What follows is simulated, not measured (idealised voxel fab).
The following is a process module called voxel gate over fins.
Section shown: cut. Width: 140 nm. Cell size: 5 nm, square.
Format of a cross-section: grid, square cells. Given as bands. Order: top down. Band: one or more rows of cells. The band entry comprises the height of the band's top followed by the height of its bottom, expressed in nm, and subsequently the band's materials from left to right, each stated together with its width in nm. Where a single material is marked with the word "everywhere", that material fills the band from edge to edge. The word "air" represents empty space. Heads up on the height convention: 0 is the point under which the incoming wafer is all one material, and the lowest band has no bottom, it just keeps going down, like "0 down". Graded width ("30 to 40"): value in top row of band = first number; value in bottom row = second number; row-to-row change constant. Key: "no modification" - step with no changed cell in the cross-section. "Listed closed voids" enumerates empty spaces isolated from the top, with no open way to it, that contain at least 8 cells, giving each as width x height at distance from the left edge, all three in nm. after a step's settings: what the simulator itself notes on the step. What "overlay nm" on a step's line means: if the step has a mask, that mask lay this far to the right of its planned place, or, when the value is negative, to the left.

## Planned step list for the process
1. RECEIVE, material Si
2. CONFORMAL_DEP, material SiN, thk nm 5
3. DIRECTIONAL_DEP, material aC, thk nm 15
4. PATTERN, tone cover, mask id FINS, material resist, width nm 15, pitch nm 45, thk nm 30, overlay nm 0
5. DIRECTIONAL_ETCH, etch materials aC, depth nm 15
6. STRIP, etch materials resist
7. DIRECTIONAL_ETCH, etch materials SiN, depth nm 5
8. DIRECTIONAL_ETCH, etch materials Si, depth nm 40
9. STRIP, etch materials aC
10. FILL_DEP, material SiO2, thk nm 15
11. CMP, height nm 5
12. SELECTIVE_ETCH, etch materials SiO2, depth nm 20
13. STRIP, etch materials SiN
14. CONFORMAL_DEP, material HfO2, thk nm 5
15. CONFORMAL_DEP, material TiN, thk nm 5
16. FILL_DEP, material W, thk nm 10
17. CMP, height nm 15
18. CONFORMAL_DEP, material SiCN, thk nm 5

## Wafer as received: cross-section following step 1
0 down: Si everywhere
Listed closed voids: none

## Wafer cross-section at end of module: start and plan as shown above, one execution error
20 to 15: SiCN everywhere
15 to 10: W everywhere
10 to 5: W 30 nm | TiN 35 nm | W 10 nm | TiN 35 nm | W 30 nm
5 to 0: W 30 nm | TiN 5 nm | HfO2 25 nm | TiN 5 nm | W 10 nm | TiN 5 nm | HfO2 25 nm | TiN 5 nm | W 30 nm
0 to -5: W 30 nm | TiN 5 nm | HfO2 5 nm | Si 15 nm | HfO2 5 nm | TiN 5 nm | W 10 nm | TiN 5 nm | HfO2 5 nm | Si 15 nm | HfO2 5 nm | TiN 5 nm | W 30 nm
-5 to -10: TiN 35 nm | HfO2 5 nm | Si 15 nm | HfO2 5 nm | TiN 20 nm | HfO2 5 nm | Si 15 nm | HfO2 5 nm | TiN 35 nm
-10 to -15: HfO2 40 nm | Si 15 nm | HfO2 30 nm | Si 15 nm | HfO2 40 nm
-15 to -50: SiO2 40 nm | Si 15 nm | SiO2 30 nm | Si 15 nm | SiO2 40 nm
-50 down: Si everywhere
Listed closed voids: none
Run error: note that step 8 departed from the planned setting and was carried out as DIRECTIONAL_ETCH, etch materials Si, depth nm 50
